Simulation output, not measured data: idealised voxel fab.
A process module follows: voxel quadruple lines.
The cross-section on display is named cut; it measures 140 nm wide, and its cells are 5 nm squares.
A cross-section is written here as square cells arranged in a grid, and it is given in bands from the top down, each band taking up one or more rows of cells.
Band entry format. Leading values: height of top, height of bottom, nm. Remainder: materials in left-to-right order, each with its width in nm. Special words: "throughout" on a single material, which then fills the band edge to edge; "empty", empty space.
Height 0 is the level under which the wafer as received is all one material. The lowest band goes on downwards, as in "0 down".
So if you see something like "30..40" for the width, read it as the top row of the band sitting at the first number and the bottom row at the second, with every row in between moving by the same amount as the last.
Where the words "no alterations made" appear for a step, the cross-section shows no cell changed by that step; every cell remained as before.
So "Enclosed void inventory" is basically the list of trapped voids: any empty space of 8 cells or more that can't reach the top through an opening. They're written width x height at distance, the distance being from the left edge, and it's all nm.
Read whatever lies past the settings on a step's line as the simulator's own remark about the step.
The setting "overlay nm" may be written on the line of a step. When the step uses a mask, the value reports how far to the right of the planned place the mask lay, and a negative value reports that it lay to the left.

The planned process steps are enumerated hereunder
1 RECEIVE (material Si)
2 CONFORMAL_DEP (material SiO2; thk nm 10)
3 DIRECTIONAL_DEP (material Ru; thk nm 10)
4 DIRECTIONAL_DEP (material polySi; thk nm 20)
5 DIRECTIONAL_DEP (material aC; thk nm 20)
6 PATTERN (tone cover; mask id MANDREL; material resist; width nm 35; thk nm 25; overlay nm 0)
7 DIRECTIONAL_ETCH (etch materials aC; depth nm 20)
8 STRIP (etch materials resist)
9 CONFORMAL_DEP (material SiO2; thk nm 15)
10 DIRECTIONAL_ETCH (etch materials SiO2; depth nm 15)
11 STRIP (etch materials aC)
12 DIRECTIONAL_ETCH (etch materials polySi; depth nm 20)
13 STRIP (etch materials SiO2)
14 CONFORMAL_DEP (material SiN; thk nm 10)
15 DIRECTIONAL_ETCH (etch materials SiN; depth nm 10)
16 STRIP (etch materials polySi)
17 DIRECTIONAL_ETCH (etch materials Ru; depth nm 10)
18 STRIP (etch materials SiN)

Incoming wafer, cross-sectional view, post step 1
> 0 down: Si throughout
> Enclosed void inventory: none

Final cross-section, module run with one mistake (start and plan as above)
> 20 to 10: 40 of empty; 10 of Ru; 15 of empty; 5 of Ru; 15 of empty; 10 of Ru; 45 of empty
> 10 to 0: SiO2 throughout
> 0 down: Si throughout
> Enclosed void inventory: none
In executing the process, a mistake was made relative to the plan: off-plan run, step 6, actual operation and settings PATTERN (tone open; mask id MANDREL; material resist; width nm 35; thk nm 25; overlay nm 0)
